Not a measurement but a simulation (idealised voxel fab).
Documented hereafter: the process module known as voxel quadruple lines.
Cross-sectional view cut (width: 270 nm; square cell size: 5 nm).
Throughout this document, each cross-section is represented as a grid of square cells and is presented as a sequence of bands enumerated from the top downward, where a band comprises one or more rows of cells. Within each band entry, the heights of the top and of the bottom of the band appear first, in that order and in nm; the materials of the band then follow from left to right, each with its corresponding width in nm. The designation "full width" on a single material indicates that it fills the band from edge to edge; the designation "blank" indicates empty space. Note: height 0 marks the level under which the wafer is uniformly one material as received. Lowest band unbounded below, written "0 nm and below". The two numbers in a width such as "30..40" mark its ends across the band: the first belongs to the top row of cells, the second to the bottom row, and from each row to the next the width moves by the same amount. The cross-section has no changed cell in any step marked "no modification". Closed empty spaces (no open way to the top) of 8 cells or more are what "Sealed voids" lists, each as width x height at distance from the left edge, nm for all three. What comes after the settings on a step's line is commentary from the simulator itself on that step. Among the settings permitted on a step's line is "overlay nm"; applied to a step with a mask, it specifies the extent to which the mask lay to the right of its planned position, whereas a negative figure signifies a position to the left.

LIST OF PLANNED PROCESS STEPS
1: RECEIVE | material Si
2: CONFORMAL_DEP | material SiO2 | thk nm 10
3: DIRECTIONAL_DEP | material TiN | thk nm 10
4: DIRECTIONAL_DEP | material polySi | thk nm 15
5: DIRECTIONAL_DEP | material aC | thk nm 20
6: PATTERN | tone cover | mask id MANDREL | material resist | width nm 35 | thk nm 30 | overlay nm 0
7: DIRECTIONAL_ETCH | etch materials aC | depth nm 20
8: STRIP | etch materials resist
9: CONFORMAL_DEP | material SiO2 | thk nm 15
10: DIRECTIONAL_ETCH | etch materials SiO2 | depth nm 15
11: STRIP | etch materials aC
12: DIRECTIONAL_ETCH | etch materials polySi | depth nm 15
13: STRIP | etch materials SiO2
14: CONFORMAL_DEP | material SiN | thk nm 10
15: DIRECTIONAL_ETCH | etch materials SiN | depth nm 10
16: STRIP | etch materials polySi
17: DIRECTIONAL_ETCH | etch materials TiN | depth nm 5
18: STRIP | etch materials SiN
19: FILL_DEP | material SiO2 | thk nm 5
20: CMP | height nm 20
The wafers in this document start out alike and differ in the depth nm applied at step 17; the plan shows the value used for the first wafer.

RECEIVED WAFERS, FIRST OF SEVERAL: CROSS-SECTION AFTER STEP 1
    0 nm and below  Si full width
    Sealed voids: none

BELOW IS A PER-WAFER TABLE. IN IT, EACH ROW DESCRIBES THE WAFER AT THE END OF THE MODULE BY GIVING, FOR EACH MATERIAL, THE NUMBER OF CELLS GAINED (+) OR LOST (-) SINCE THE WAFER WAS RECEIVED, AND AFTER THAT THE CLOSED VOIDS OF THE WAFER
depth nm 5; +154 SiO2; +62 TiN; Sealed voids: none
depth nm 10; +200 SiO2; +16 TiN; Sealed voids: none
depth nm 15; +200 SiO2; +16 TiN; Sealed voids: none
depth nm 20; +200 SiO2; +16 TiN; Sealed voids: none
depth nm 25; +200 SiO2; +16 TiN; Sealed voids: none
